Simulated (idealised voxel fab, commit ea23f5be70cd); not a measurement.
process module | voxel local oxidation
cross-section cut | 175 nm wide | cells 5 nm
A cross-section is a grid of square cells, given in bands from the top down. A band is one or more rows of cells.
Each band's line starts with the height of the band's top and of its bottom, in nm. Then come its materials from left to right, each with its width in nm. One material with "throughout" fills the band from edge to edge. "air" is empty space.
Height 0 is the level under which the wafer as received is all one material. The lowest band goes on downwards, as in "0 down".
A width such as "30 to 40" changes by the same amount from each row of cells to the next, from the band's top row to its bottom row.
"no change" after a step means that no cell of the cross-section changed.
closed voids: empty space of 8 cells or more with no open way to the top, each as width x height at its distance from the left edge, in nm
after a step's settings: what the simulator itself notes on the step
overlay nm, on a step with a mask: how far to the right of its planned place the mask lay; to the left if negative
plan
1 op RECEIVE | material Si
2 op CONFORMAL_DEP | material SiO2 | thk nm 5
3 op CONFORMAL_DEP | material SiN | thk nm 15
4 op MASKED_ETCH | tone cover | mask id ACTIVE | width nm 90 | etch materials SiN | depth nm 15 | overlay nm 0
5 op SELECTIVE_ETCH | etch materials SiO2 | depth nm 5
6 op OXIDIZE | depth nm 15
7 op STRIP | etch materials SiN
first wafer, as planned
as received, after step 1
  0 down: Si throughout
  closed voids: none
after step 2
  5 to 0: SiO2 throughout
  below 0: unchanged
after step 3
  20 to 5: SiN throughout
  below 5: unchanged
after step 4
  20 to 5: air 40 | SiN 90 | air 45
  below 5: unchanged
after step 5
  20 to 5: air 40 | SiN 90 | air 45
  5 to 0: air 45 | SiO2 80 | air 50
  below 0: unchanged
after step 6
  20 to 5: air 40 | SiN 90 | air 45
  5 to 0: air 45 | SiO2 80 | air 50
  0 to -15: SiO2 60 | Si 50 | SiO2 65
  below -15: unchanged
after step 7
  5 to 0: air 45 | SiO2 80 | air 50
  below 0: unchanged
second wafer: like start, like plan, one mistake. Through step 4 it matches the first wafer
when step 5 should have ended
  20 to 5: air 40 | SiN 90 | air 45
  5 to 0: air 55 | SiO2 60 | air 60
  below 0: unchanged
when step 6 should have ended
  20 to 5: air 40 | SiN 90 | air 45
  5 to 0: air 55 | SiO2 60 | air 60
  0 to -15: SiO2 70 | Si 30 | SiO2 75
  below -15: unchanged
when step 7 should have ended
  5 to 0: air 55 | SiO2 60 | air 60
  below 0: unchanged
what went wrong: step 5 ran as: op SELECTIVE_ETCH | etch materials SiO2 | depth nm 15
at the end the second wafer has, in cells: 12 fewer of Si | 8 more of SiO2
